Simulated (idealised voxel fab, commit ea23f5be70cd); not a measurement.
process module | voxel lift off
cross-section cut | 220 nm wide | cells 5 nm
A cross-section is a grid of square cells, given in bands from the top down. A band is one or more rows of cells.
Each band's line starts with the height of the band's top and of its bottom, in nm. Then come its materials from left to right, each with its width in nm. One material with "throughout" fills the band from edge to edge. "air" is empty space.
Height 0 is the level under which the wafer as received is all one material. The lowest band goes on downwards, as in "0 down".
A width such as "30 to 40" changes by the same amount from each row of cells to the next, from the band's top row to its bottom row.
"no change" after a step means that no cell of the cross-section changed.
closed voids: empty space of 8 cells or more with no open way to the top, each as width x height at its distance from the left edge, in nm
after a step's settings: what the simulator itself notes on the step
overlay nm, on a step with a mask: how far to the right of its planned place the mask lay; to the left if negative
plan
1 op RECEIVE | material Si
2 op CONFORMAL_DEP | material SiO2 | thk nm 15
3 op PATTERN | tone open | mask id LINES | material resist | width nm 15 | pitch nm 40 | thk nm 25 | overlay nm 0
4 op DIRECTIONAL_DEP | material Ru | thk nm 10
5 op STRIP | etch materials resist
6 op CONFORMAL_DEP | material SiCN | thk nm 10
as received, after step 1
  0 down: Si throughout
  closed voids: none
first wafer at the end, as planned
  35 to 25: air 50 | SiCN 35 | air 5 | SiCN 35 | air 5 | SiCN 35 | air 55
  25 to 15: SiCN 60 | Ru 15 | SiCN 25 | Ru 15 | SiCN 25 | Ru 15 | SiCN 65
  15 to 0: SiO2 throughout
  0 down: Si throughout
  closed voids: none
second wafer at the end: like start, like plan, one mistake
  25 to 15: air 60 | Ru 15 | air 25 | Ru 15 | air 25 | Ru 15 | air 65
  15 to 0: SiO2 throughout
  0 down: Si throughout
  closed voids: none
what went wrong: step 6 was left out
at the end the second wafer has, in cells: 112 fewer of SiCN
